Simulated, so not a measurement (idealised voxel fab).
Process module, titled voxel released beams
FYI the section here is cut, 280 nm wide, cells are 5 nm squares.
If you're reading a cross-section in this doc, picture square cells in a grid; it comes to you as bands, top ones listed first down to the bottom, and a band can be one or more rows of cells. The entry gives the band's vertical extent as a top height and a bottom height in nm, then its horizontal make-up as materials from left to right, each with a width in nm. "empty" stands for empty space; a single material marked "all across" fills the band edge to edge. Note: height 0 marks the level under which the wafer is uniformly one material as received. Lowest band unbounded below, written "0 down". Per-row width for "30..40": begins at first number (top row of band), ends at second number (bottom row), increment between rows held constant. Key: "nothing different" - step with no changed cell in the cross-section. "Cavities, closed" means: voids of 8 cells or more that are shut off from the top with no open way through. Written width x height at distance, distance from the left edge, in nm. The remark found on a step's line after its settings is issued by the simulator itself and pertains to that step. When a step includes a mask, the "overlay nm" setting on its line states how far to the right of its planned place that mask lay, and negative values state how far to the left.

[The following list gives the planned process steps]
step 1: RECEIVE | material Si
step 2: CONFORMAL_DEP | material Al2O3 | thk nm 10
step 3: DIRECTIONAL_DEP | material SiO2 | thk nm 20
step 4: PATTERN | tone open | mask id ANCHOR | material resist | width nm 25 | thk nm 20 | overlay nm 0
step 5: DIRECTIONAL_ETCH | etch materials SiO2 | depth nm 20
step 6: STRIP | etch materials resist
step 7: CONFORMAL_DEP | material SiN | thk nm 10
step 8: DIRECTIONAL_DEP | material aC | thk nm 10
step 9: PATTERN | tone cover | mask id BEAM | material resist | width nm 70 | thk nm 30 | overlay nm -15
step 10: DIRECTIONAL_ETCH | etch materials aC | depth nm 10
step 11: STRIP | etch materials resist
step 12: DIRECTIONAL_ETCH | etch materials SiN | depth nm 10
step 13: STRIP | etch materials aC
step 14: STRIP | etch materials SiO2
Every wafer here starts from the same state; it is the step 9 overlay nm that distinguishes them, and the value the plan gives belongs to the first wafer.

[The first of several wafers as received, shown in cross-section; this is its state after step 1]
  0 down = Si all across
  Cavities, closed: none

[Below is a per-wafer table. In it, each row describes the wafer at the end of the module by giving, for each material, the number of cells gained (+) or lost (-) since the wafer was received, and after that the closed voids of the wafer]
overlay nm -15 | +112 Al2O3 | +44 SiN | Cavities, closed: none
overlay nm -10 | +112 Al2O3 | +44 SiN | Cavities, closed: none
overlay nm -5 | +112 Al2O3 | +44 SiN | Cavities, closed: none
overlay nm 0 | +112 Al2O3 | +44 SiN | Cavities, closed: none
overlay nm 5 | +112 Al2O3 | +44 SiN | Cavities, closed: none
overlay nm 10 | +112 Al2O3 | +44 SiN | Cavities, closed: none
overlay nm 15 | +112 Al2O3 | +44 SiN | Cavities, closed: none
